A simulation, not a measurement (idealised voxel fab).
voxel tone inversion: a process module
FYI the section here is cut, 200 nm wide, cells are 5 nm squares.
In this document a cross-section is written as a grid of square cells. It is given as a series of bands, listed from the top down, and a band is one or more rows of cells.
It is stipulated that each band's entry specify, in nanometres, the height of the top of the band and then that of its bottom, followed by the materials of the band in left-to-right sequence, each together with its width in nanometres. A single material marked by the word "edge to edge" is understood to fill the band from edge to edge; the word "air" is understood to denote empty space.
Ref level 0: as-received wafer is one material below here. Bottom band extends down with no lower bound ("0 and below").
The width entry "30 to 40" should be interpreted row by row: the top row of cells in the band takes the first number, the bottom row takes the second number, and the change between adjacent rows is uniform throughout.
Step marked "remains unaltered"? Then no cell in the cross-section changed in it.
"Closed cavities" lists enclosed empty spaces (at least 8 cells, no open path upward to the top), each as width x height at distance from the left edge, in nm.
Past the settings on a step's line: simulator remark, on that step.
overlay nm: where the mask lay relative to plan, measured to the right, on steps with a mask; negatives go left.
# The following list gives the planned process steps
1,RECEIVE with material Si
2,CONFORMAL_DEP with material SiN, thk nm 5
3,DIRECTIONAL_DEP with material aC, thk nm 20
4,PATTERN with tone cover, mask id POSTS, material resist, width nm 20, pitch nm 35, thk nm 30, overlay nm 0
5,DIRECTIONAL_ETCH with etch materials aC, depth nm 20
6,STRIP with etch materials resist
7,FILL_DEP with material SiO2, thk nm 10
8,CMP with height nm 25
9,STRIP with etch materials aC
10,CONFORMAL_DEP with material TiN, thk nm 5
11,FILL_DEP with material W, thk nm 10
12,CMP with height nm 25
13,CONFORMAL_DEP with material SiCN, thk nm 5
# Of two wafers, the first: run according to plan
# Wafer cross-section on receipt, i.e. after step 1
* 0 and below  Si edge to edge
* Closed cavities: none
# Sectional view: wafer, after step 2
* 5 down to 0  SiN edge to edge
* Everything below 0 is unchanged.
# Sectional view: wafer, after step 3
* 25 down to 5  aC edge to edge
* Everything below 5 is unchanged.
# Sectional view: wafer, after step 4
* 55 down to 25  air: 55, resist: 20, air: 15, resist: 20, air: 15, resist: 20, air: 55
* Everything below 25 is unchanged.
# Sectional view: wafer, after step 5
* 35 down to 25  air: 55, resist: 20, air: 15, resist: 20, air: 15, resist: 20, air: 55
* 25 down to 5  air: 55, aC: 20, air: 15, aC: 20, air: 15, aC: 20, air: 55
* Everything below 5 is unchanged.
# Sectional view: wafer, after step 6
* 25 down to 5  air: 55, aC: 20, air: 15, aC: 20, air: 15, aC: 20, air: 55
* Everything below 5 is unchanged.
# Sectional view: wafer, after step 7
* 35 down to 25  SiO2 edge to edge
* 25 down to 5  SiO2: 55, aC: 20, SiO2: 15, aC: 20, SiO2: 15, aC: 20, SiO2: 55
* Everything below 5 is unchanged.
# Sectional view: wafer, after step 8
* 25 down to 5  SiO2: 55, aC: 20, SiO2: 15, aC: 20, SiO2: 15, aC: 20, SiO2: 55
* Everything below 5 is unchanged.
# Sectional view: wafer, after step 9
* 25 down to 5  SiO2: 55, air: 20, SiO2: 15, air: 20, SiO2: 15, air: 20, SiO2: 55
* Everything below 5 is unchanged.
# Sectional view: wafer, after step 10
* 30 down to 25  TiN: 60, air: 10, TiN: 25, air: 10, TiN: 25, air: 10, TiN: 60
* 25 down to 10  SiO2: 55, TiN: 5, air: 10, TiN: 5, SiO2: 15, TiN: 5, air: 10, TiN: 5, SiO2: 15, TiN: 5, air: 10, TiN: 5, SiO2: 55
* 10 down to 5  SiO2: 55, TiN: 20, SiO2: 15, TiN: 20, SiO2: 15, TiN: 20, SiO2: 55
* Everything below 5 is unchanged.
# Sectional view: wafer, after step 11
* 40 down to 30  W edge to edge
* 30 down to 25  TiN: 60, W: 10, TiN: 25, W: 10, TiN: 25, W: 10, TiN: 60
* 25 down to 10  SiO2: 55, TiN: 5, W: 10, TiN: 5, SiO2: 15, TiN: 5, W: 10, TiN: 5, SiO2: 15, TiN: 5, W: 10, TiN: 5, SiO2: 55
* Everything below 10 is unchanged.
# Sectional view: wafer, after step 12
* 25 down to 10  SiO2: 55, TiN: 5, W: 10, TiN: 5, SiO2: 15, TiN: 5, W: 10, TiN: 5, SiO2: 15, TiN: 5, W: 10, TiN: 5, SiO2: 55
* Everything below 10 is unchanged.
# Sectional view: wafer, after step 13
* 30 down to 25  SiCN edge to edge
* Everything below 25 is unchanged.
# Here the second wafer is described. Its start and its plan were those of the first wafer. Its run contained one mistake. Up to and including step 11, it did exactly what the first wafer did
# Second wafer profile in section, at the moment step 12 of the plan was meant to be complete
* 20 down to 10  SiO2: 55, TiN: 5, W: 10, TiN: 5, SiO2: 15, TiN: 5, W: 10, TiN: 5, SiO2: 15, TiN: 5, W: 10, TiN: 5, SiO2: 55
* Everything below 10 is unchanged.
# Second wafer profile in section, at the moment step 13 of the plan was meant to be complete
* 25 down to 20  SiCN edge to edge
* Everything below 20 is unchanged.
Run error: step 12, actual vs plan mismatch, actual run CMP with height nm 20
Upon completion, the second wafer contains, in terms of cells, a greater or smaller amount of certain materials than the first wafer: -28 SiO2, -6 TiN, -6 W
